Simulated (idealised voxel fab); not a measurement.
Documented hereafter: the process module known as voxel self aligned vias.
Cross-section cut spans 140 nm and uses square cells 5 nm in size.
The cross-sections in this document take the form of a grid made of square cells. They are written out as bands, in order from top to bottom. Each band consists of one or more rows of cells.
Top, bottom (nm), then materials left to right with widths (nm); lone material tagged "throughout" fills the whole band edge to edge; "blank" = empty space.
It should be noted that heights are counted from 0, beneath which the wafer as supplied is of one material throughout, and that the lowest band possesses no lower boundary but continues downward, as written in "0 nm and below".
So if you see something like "30 to 40" for the width, read it as the top row of the band sitting at the first number and the bottom row at the second, with every row in between moving by the same amount as the last.
For the purposes of this document, the phrase "no alteration" attached to a step denotes that no cell within the cross-section was modified by that step.
Entry "Fully enclosed voids" = empty spaces >= 8 cells with no open way to the top; each as width x height at distance, distance from left edge, all nm.
Past the settings on a step's line: simulator remark, on that step.
The "overlay nm" setting may appear on a step's line; for a step that uses a mask, it gives how far to the right of its planned position the mask lay, and a negative value indicates the left.
Process steps foreseen in the plan
1: RECEIVE (material Si)
2: CONFORMAL_DEP (material SiO2; thk nm 10)
3: CONFORMAL_DEP (material SiCN; thk nm 5)
4: DIRECTIONAL_DEP (material lowk; thk nm 30)
5: PATTERN (tone open; mask id LINES; material resist; width nm 30; pitch nm 55; thk nm 20; overlay nm 0)
6: DIRECTIONAL_ETCH (etch materials lowk; depth nm 30)
7: STRIP (etch materials resist)
8: CONFORMAL_DEP (material TiN; thk nm 5)
9: FILL_DEP (material W; thk nm 10)
10: CMP (height nm 45)
11: SELECTIVE_ETCH (etch materials W Ru TiN; depth nm 5)
12: FILL_DEP (material SiN; thk nm 5)
13: CMP (height nm 45)
14: DIRECTIONAL_DEP (material lowk; thk nm 20)
15: DIRECTIONAL_DEP (material aC; thk nm 15)
16: PATTERN (tone open; mask id VIAS; material resist; width nm 40; thk nm 30; overlay nm 0)
17: DIRECTIONAL_ETCH (etch materials aC; depth nm 15)
18: STRIP (etch materials resist)
19: DIRECTIONAL_ETCH (etch materials lowk; depth nm 20)
20: DIRECTIONAL_ETCH (etch materials SiN; depth nm 5)
21: STRIP (etch materials aC)
22: CONFORMAL_DEP (material TiN; thk nm 5)
23: FILL_DEP (material W; thk nm 5)
24: CMP (height nm 65)
25: CONFORMAL_DEP (material SiN; thk nm 5)
Wafer as received: cross-section following step 1
0 nm and below  Si throughout
Fully enclosed voids: none
Figure: cross-sectional view of the wafer upon completion of the module, processed from the initial state and according to the plan depicted above, with one error introduced during execution
70 nm to 65 nm  SiN throughout
65 nm to 50 nm  20 of lowk | 5 of TiN | 30 of W | 5 of TiN | 80 of lowk
50 nm to 45 nm  20 of lowk | 40 of TiN | 80 of lowk
45 nm to 40 nm  20 of SiN | 5 of TiN | 30 of lowk | 5 of TiN | 20 of SiN | 30 of lowk | 30 of SiN
40 nm to 20 nm  20 of W | 5 of TiN | 30 of lowk | 5 of TiN | 15 of W | 5 of TiN | 30 of lowk | 5 of TiN | 25 of W
20 nm to 15 nm  25 of TiN | 30 of lowk | 25 of TiN | 30 of lowk | 30 of TiN
15 nm to 10 nm  SiCN throughout
10 nm to 0 nm  SiO2 throughout
0 nm and below  Si throughout
Fully enclosed voids: none
The mistake made against the process plan was this: step 5 ran differently from the plan; actual operation with settings: PATTERN (tone cover; mask id LINES; material resist; width nm 30; pitch nm 55; thk nm 20; overlay nm 0)
